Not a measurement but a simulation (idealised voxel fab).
Name of the process module below: voxel self aligned vias
Displayed cross-section: cut, width of 170 nm, square cells sized 5 nm.
Cross-section = grid of square cells, listed top down in bands; band = one or more rows.
The entry gives the band's vertical extent as a top height and a bottom height in nm, then its horizontal make-up as materials from left to right, each with a width in nm. "blank" stands for empty space; a single material marked "throughout" fills the band edge to edge.
Counting heights begins at 0, where everything beneath is, in the wafer as received, one material. The lowest band has no bottom; it goes on downwards, as "0..down" shows.
Note: "30..40" means the width goes from the first number (top row of the band) to the second number (bottom row) in equal steps per row of cells.
Where a step carries "nothing got changed", the cross-section came out of it unchanged, cell for cell.
In "Enclosed void inventory" the enclosed voids are listed, meaning empty spaces of 8 cells or larger without any opening to the top. The form is width x height at distance, distance from the left edge, units nm.
Heads up: the bit after the settings on a step's line is the simulator's remark on that step.
"overlay nm" answers the question of how far to the right of plan the mask lay on a step that has a mask, and when it is negative the answer is to the left.
Process steps foreseen in the plan:
1 RECEIVE (material Si)
2 CONFORMAL_DEP (material SiO2; thk nm 10)
3 CONFORMAL_DEP (material SiCN; thk nm 5)
4 DIRECTIONAL_DEP (material SiO2; thk nm 30)
5 DIRECTIONAL_DEP (material aC; thk nm 10)
6 PATTERN (tone open; mask id LINES; material resist; width nm 20; pitch nm 45; thk nm 25; overlay nm 0)
7 DIRECTIONAL_ETCH (etch materials aC; depth nm 10)
8 STRIP (etch materials resist)
9 DIRECTIONAL_ETCH (etch materials SiO2; depth nm 30)
10 STRIP (etch materials aC)
11 CONFORMAL_DEP (material TiN; thk nm 5)
12 FILL_DEP (material W; thk nm 10)
13 CMP (height nm 45)
14 SELECTIVE_ETCH (etch materials W Ru TiN; depth nm 10)
15 FILL_DEP (material SiN; thk nm 10)
16 CMP (height nm 45)
17 DIRECTIONAL_DEP (material SiO2; thk nm 15)
18 PATTERN (tone open; mask id VIAS; material resist; width nm 30; pitch nm 45; thk nm 15; overlay nm 0)
19 DIRECTIONAL_ETCH (etch materials SiO2; depth nm 15)
20 DIRECTIONAL_ETCH (etch materials SiN; depth nm 10)
21 STRIP (etch materials resist)
22 CONFORMAL_DEP (material TiN; thk nm 5)
23 FILL_DEP (material W; thk nm 5)
24 CMP (height nm 60)
25 CONFORMAL_DEP (material SiCN; thk nm 5)
This is the cross-section of the wafer as we received it, i.e. after step 1:
* 0..down  Si throughout
* Enclosed void inventory: none
Starting structure and process plan are as shown above, but one mistake was made in running the module; the wafer cross-section at the end of the module follows:
* 65..60  SiCN throughout
* 60..50  SiO2 45 | TiN 5 | W 20 | TiN 5 | SiO2 15 | TiN 5 | W 20 | TiN 5 | SiO2 50
* 50..40  SiO2 45..50 | TiN 10..5 | W 10 | TiN 10..5 | SiO2 15..25 | TiN 10..5 | W 10 | TiN 10..5 | SiO2 50..55
* 40..35  SiO2 50 | TiN 20 | SiO2 25 | TiN 20 | SiO2 55
* 35..30  SiO2 50 | TiN 5 | W 10 | TiN 5 | SiO2 25 | TiN 5 | W 10 | TiN 5 | SiO2 55
* 30..25  SiO2 50 | TiN 20 | SiO2 25 | TiN 20 | SiO2 55
* 25..10  SiCN throughout
* 10..0  SiO2 throughout
* 0..down  Si throughout
* Enclosed void inventory: none
Deviation noted in wafer processing: for step 3, the planned setting was not used; the step was instead run as CONFORMAL_DEP (material SiCN; thk nm 15)
